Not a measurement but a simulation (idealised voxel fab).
The following is a process module called voxel lift off.
Section cut is 180 nm wide and gridded with 5 nm square cells.
Each cross-section below is a grid of square cells, stated as bands in top-down order, with one or more rows of cells making up each band. What a band's entry tells you: where the top is and where the bottom is, as heights in nm, and after that what lies inside, material by material from left to right, each with its width in nm. Empty space is written as the word "blank", and a single material marked with the word "throughout" occupies the band from edge to edge. Heights are measured from 0, the level below which the as-received wafer is all one material; the lowest band has no bottom and continues downward, written as in "0 down". So if you see something like "30..40" for the width, read it as the top row of the band sitting at the first number and the bottom row at the second, with every row in between moving by the same amount as the last. It should be understood that the words "stayed the same", when stated for a given step, signify that the cross-section underwent no change in any of its cells during that step. The entry titled "Enclosed void entries" provides the empty spaces that have no open way to the top, restricted to those of 8 cells or more. Each is presented as width x height at distance, the distance being measured from the left edge, with all three in nm. Heads up: the bit after the settings on a step's line is the simulator's remark on that step. overlay nm: mask right of planned place by this much (step with mask). Neg. = left.
### Below is the list of planned process steps
1 RECEIVE | material Si
2 CONFORMAL_DEP | material SiN | thk nm 5
3 PATTERN | tone open | mask id LINES | material resist | width nm 30 | pitch nm 45 | thk nm 20 | overlay nm -15
4 DIRECTIONAL_DEP | material Ru | thk nm 10
5 STRIP | etch materials resist
6 CONFORMAL_DEP | material SiCN | thk nm 5
Don't read the plan's overlay nm for step 3 as applying to every wafer: that's the first wafer's value, and the wafers differ in it, though they all start identical.
### This is how the first of several wafers looked in cross-section when it arrived, which is after step 1
- 0 down | Si throughout
- Enclosed void entries: none
### Here's the first of several wafers in cross-section, end of the module, after the last step, step 6
- 20 to 15 | blank: 10, then SiCN: 40, then blank: 5, then SiCN: 40, then blank: 5, then SiCN: 40, then blank: 40
- 15 to 10 | blank: 10, then SiCN: 5, then Ru: 30, then SiCN: 5, then blank: 5, then SiCN: 5, then Ru: 30, then SiCN: 5, then blank: 5, then SiCN: 5, then Ru: 30, then SiCN: 5, then blank: 40
- 10 to 5 | SiCN: 15, then Ru: 30, then SiCN: 15, then Ru: 30, then SiCN: 15, then Ru: 30, then SiCN: 45
- 5 to 0 | SiN throughout
- 0 down | Si throughout
- Enclosed void entries: none
### Last wafer of the set, cross-sectioned at end of module
- 20 to 15 | blank: 40, then SiCN: 40, then blank: 5, then SiCN: 40, then blank: 5, then SiCN: 40, then blank: 10
- 15 to 10 | blank: 40, then SiCN: 5, then Ru: 30, then SiCN: 5, then blank: 5, then SiCN: 5, then Ru: 30, then SiCN: 5, then blank: 5, then SiCN: 5, then Ru: 30, then SiCN: 5, then blank: 10
- 10 to 5 | SiCN: 45, then Ru: 30, then SiCN: 15, then Ru: 30, then SiCN: 15, then Ru: 30, then SiCN: 15
- 5 to 0 | SiN throughout
- 0 down | Si throughout
- Enclosed void entries: none
### The rows of the table below are wafers. Looking at the end of the module, a row counts, for every material, the cells the wafer has gained, shown as (+), or lost, shown as (-), since it was received; its closed voids come next
overlay nm -15 | +36 Ru | +48 SiCN | +36 SiN | Enclosed void entries: none
overlay nm -10 | +36 Ru | +48 SiCN | +36 SiN | Enclosed void entries: none
overlay nm -5 | +36 Ru | +48 SiCN | +36 SiN | Enclosed void entries: none
overlay nm 0 | +36 Ru | +48 SiCN | +36 SiN | Enclosed void entries: none
overlay nm 5 | +36 Ru | +48 SiCN | +36 SiN | Enclosed void entries: none
overlay nm 10 | +36 Ru | +48 SiCN | +36 SiN | Enclosed void entries: none
overlay nm 15 | +36 Ru | +48 SiCN | +36 SiN | Enclosed void entries: none
